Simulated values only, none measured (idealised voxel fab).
Name of the process module below: voxel self aligned contacts
Section cut is 180 nm wide and gridded with 5 nm square cells.
Cross-sections here: square-cell grids, written as top-down lists of bands, a band being one or more rows of cells.
First you get the band's top height and its bottom height, in nm, and then the materials it's made of, left to right, with each width in nm. If you see a single material with "everywhere", that one covers the band edge to edge. "blank" is empty space.
Measure heights from 0. That's the level where, below it, the as-received wafer is all one material. The lowest band is bottomless and extends downward; write it as in "z 0 and below".
A width given as "30 to 40" starts at the first number in the band's top row and ends at the second number in its bottom row, shifting by an equal amount at every step from row to row.
Step marked "changes: none"? Then no cell in the cross-section changed in it.
This entry, "Trapped void list", enumerates those empty regions of no fewer than 8 cells that possess no open connection to the top. Each region is reported in the form width x height at distance, the distance being taken from the left edge, with all three quantities expressed in nm.
Heads up: the bit after the settings on a step's line is the simulator's remark on that step.
You can add "overlay nm" to a step's line. For a step with a mask, it describes how far the mask lay to the right of its planned position, and a negative number describes a lay to the left.

List of planned process steps:
- 1: RECEIVE: material Si
- 2: CONFORMAL_DEP: material SiO2, thk nm 5
- 3: DIRECTIONAL_DEP: material polySi, thk nm 25
- 4: DIRECTIONAL_DEP: material SiN, thk nm 20
- 5: PATTERN: tone cover, mask id GATE, material resist, width nm 35, pitch nm 70, thk nm 15, overlay nm 0
- 6: DIRECTIONAL_ETCH: etch materials SiN, depth nm 20
- 7: DIRECTIONAL_ETCH: etch materials polySi, depth nm 25
- 8: STRIP: etch materials resist
- 9: CONFORMAL_DEP: material SiN, thk nm 5
- 10: DIRECTIONAL_ETCH: etch materials SiN, depth nm 5
- 11: FILL_DEP: material SiO2, thk nm 15
- 12: CMP: height nm 60
- 13: MASKED_ETCH: tone open, mask id CONTACT, width nm 55, etch materials SiO2, depth nm 60, overlay nm 0
- 14: CONFORMAL_DEP: material TiN, thk nm 5
- 15: FILL_DEP: material W, thk nm 5
- 16: CMP: height nm 60
- 17: CONFORMAL_DEP: material SiN, thk nm 5

Cross-section of the wafer at receipt, which is the condition after step 1:
* z 0 and below: Si everywhere
* Trapped void list: none

Module complete - cross-section of the first of two wafers, run according to plan:
* z 65 to 60: SiN everywhere
* z 60 to 50: SiO2 (60) / TiN (5 to 20) / W (45 to 15) / TiN (5 to 20) / SiO2 (65)
* z 50 to 30: SiO2 (30) / SiN (45) / TiN (5) / W (15) / TiN (5) / SiN (45) / SiO2 (35)
* z 30 to 5: SiO2 (30) / SiN (5) / polySi (35) / SiN (5) / TiN (5) / W (15) / TiN (5) / SiN (5) / polySi (35) / SiN (5) / SiO2 (35)
* z 5 to 0: SiO2 (75) / TiN (25) / SiO2 (80)
* z 0 and below: Si everywhere
* Trapped void list: none

This is the second of the two wafers, cross-sectioned at the end of the module; it started exactly like the first and was given the same plan, but it was run with one mistake:
* z 65 to 60: SiN everywhere
* z 60 to 50: SiO2 (60) / TiN (5) / W (45) / TiN (5) / SiO2 (65)
* z 50 to 45: SiO2 (60) / TiN (15) / W (25) / TiN (15) / SiO2 (65)
* z 45 to 30: SiO2 (35) / SiN (35) / TiN (5) / W (25) / TiN (5) / SiN (35) / SiO2 (40)
* z 30 to 5: SiO2 (35) / polySi (35) / TiN (5) / W (25) / TiN (5) / polySi (35) / SiO2 (40)
* z 5 to 0: SiO2 (70) / TiN (35) / SiO2 (75)
* z 0 and below: Si everywhere
* Trapped void list: none
Plan not followed: step 9 of the plan: omitted, not performed
The closing comparison, in cells, has the second wafer with more or fewer of some materials than the first: -50 SiN; +26 SiO2; +24 W
